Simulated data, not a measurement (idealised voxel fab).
Process module in this document: voxel capacitor over wiring
This is section cut - it's 140 nm across, gridded in 5 nm square cells.
Bands, listed from the top down, are how a cross-section gets written in this document; the cross-section itself is a grid of square cells, and a band is one or more rows of them. What a band's entry tells you: where the top is and where the bottom is, as heights in nm, and after that what lies inside, material by material from left to right, each with its width in nm. Empty space is written as the word "blank", and a single material marked with the word "all across" occupies the band from edge to edge. All heights in this document are referenced to 0, defined as the level beneath which the wafer, as received, consists entirely of one material. The lowest band is not bounded below; it extends indefinitely downward and is written in the form "top 0, no bottom". It should be noted that a width expressed as "30->40" varies in equal increments from row to row of cells within the band, taking the value of the first number at the top row and that of the second number at the bottom row. "remained unchanged" -> step changed no cross-section cell. Entry "Enclosed void inventory". Content: empty spaces with no open connection to the top, size 8 cells or greater. Each: width x height at distance. Distance: from left edge. Unit: nm. If you see something after the settings on a step's line, that's the simulator's own remark about that step. "overlay nm" on a masked step: distance the mask lay right of its planned place, negative for left.
[List of planned process steps]
1 RECEIVE (material Si)
2 CONFORMAL_DEP (material SiO2; thk nm 15)
3 DIRECTIONAL_DEP (material TiN; thk nm 5)
4 DIRECTIONAL_DEP (material Ru; thk nm 15)
5 PATTERN (tone cover; mask id METAL_1; material resist; width nm 25; pitch nm 85; thk nm 15; overlay nm 0)
6 DIRECTIONAL_ETCH (etch materials Ru; depth nm 15)
7 DIRECTIONAL_ETCH (etch materials TiN; depth nm 5)
8 STRIP (etch materials resist)
9 FILL_DEP (material lowk; thk nm 10)
10 CMP (height nm 35)
11 CONFORMAL_DEP (material SiCN; thk nm 5)
12 DIRECTIONAL_DEP (material lowk; thk nm 20)
13 PATTERN (tone open; mask id PLUG_1; material resist; width nm 15; thk nm 15; overlay nm 0)
14 DIRECTIONAL_ETCH (etch materials lowk; depth nm 20)
15 DIRECTIONAL_ETCH (etch materials SiCN; depth nm 5)
16 STRIP (etch materials resist)
17 EPI (material Ru; thk nm 10)
18 EPI (material Ru; thk nm 10)
19 EPI (material Ru; thk nm 5)
20 DIRECTIONAL_DEP (material TiN; thk nm 10)
21 DIRECTIONAL_DEP (material SiN; thk nm 5)
22 DIRECTIONAL_DEP (material TiN; thk nm 5)
23 MASKED_ETCH (tone cover; mask id UPPER_PLATE; width nm 65; etch materials TiN; depth nm 5; overlay nm 0)
24 MASKED_ETCH (tone cover; mask id UPPER_PLATE; width nm 65; etch materials SiN; depth nm 5; overlay nm 0)
25 MASKED_ETCH (tone cover; mask id LOWER_PLATE; width nm 75; etch materials TiN; depth nm 10; overlay nm 0)
26 FILL_DEP (material SiO2; thk nm 15)
27 CMP (height nm 90)
28 MASKED_ETCH (tone open; mask id PLUG_2; width nm 15; etch materials SiO2; depth nm 10; overlay nm 0)
29 CONFORMAL_DEP (material TiN; thk nm 5)
30 FILL_DEP (material Ru; thk nm 10)
31 CMP (height nm 90)
32 CONFORMAL_DEP (material SiCN; thk nm 5)
[Cross-section: wafer on arrival = after step 1]
top 0, no bottom  Si all across
Enclosed void inventory: none
[Run as planned - first of the two wafers cross-sectioned at the end of the module]
top 95, bottom 90  SiCN all across
top 90, bottom 85  SiO2=35 / TiN=5 / Ru=5 / TiN=5 / SiO2=90
top 85, bottom 75  SiO2=35->25 / TiN=15->65 / SiO2=90->50
top 75, bottom 70  SiO2=25 / SiN=65 / SiO2=50
top 70, bottom 60  SiO2=20 / TiN=75 / SiO2=45
top 60, bottom 40  lowk=25 / Ru=15 / lowk=100
top 40, bottom 35  SiCN=25 / Ru=15 / SiCN=100
top 35, bottom 20  lowk=15 / Ru=25 / lowk=60 / Ru=25 / lowk=15
top 20, bottom 15  lowk=15 / TiN=25 / lowk=60 / TiN=25 / lowk=15
top 15, bottom 0  SiO2 all across
top 0, no bottom  Si all across
Enclosed void inventory: none
[Module end: cross-section of wafer two of two. Same start and process plan as the first wafer. One mistake during execution]
top 95, bottom 90  SiCN all across
top 90, bottom 85  SiO2=35 / TiN=15 / SiO2=90
top 85, bottom 80  SiO2=25 / TiN=5 / SiO2=5 / TiN=55 / SiO2=50
top 80, bottom 75  SiO2=25 / SiN=5 / TiN=5 / SiN=55 / SiO2=50
top 75, bottom 70  Ru=30 / SiN=5 / Ru=105
top 70, bottom 65  TiN=25 / Ru=15 / TiN=100
top 65, bottom 60  TiN all across
top 60, bottom 55  lowk=25 / TiN=15 / lowk=100
top 55, bottom 40  lowk=25 / Ru=15 / lowk=100
top 40, bottom 35  SiCN=25 / Ru=15 / SiCN=100
top 35, bottom 20  lowk=15 / Ru=25 / lowk=60 / Ru=25 / lowk=15
top 20, bottom 15  lowk=15 / TiN=25 / lowk=60 / TiN=25 / lowk=15
top 15, bottom 0  SiO2 all across
top 0, no bottom  Si all across
Enclosed void inventory: none
Run error: transposition of steps 19 and 20 relative to the planned sequence
Final wafer comparison in cells, second versus first, more or fewer per material: 26 more of Ru | 50 fewer of SiO2 | 24 more of TiN
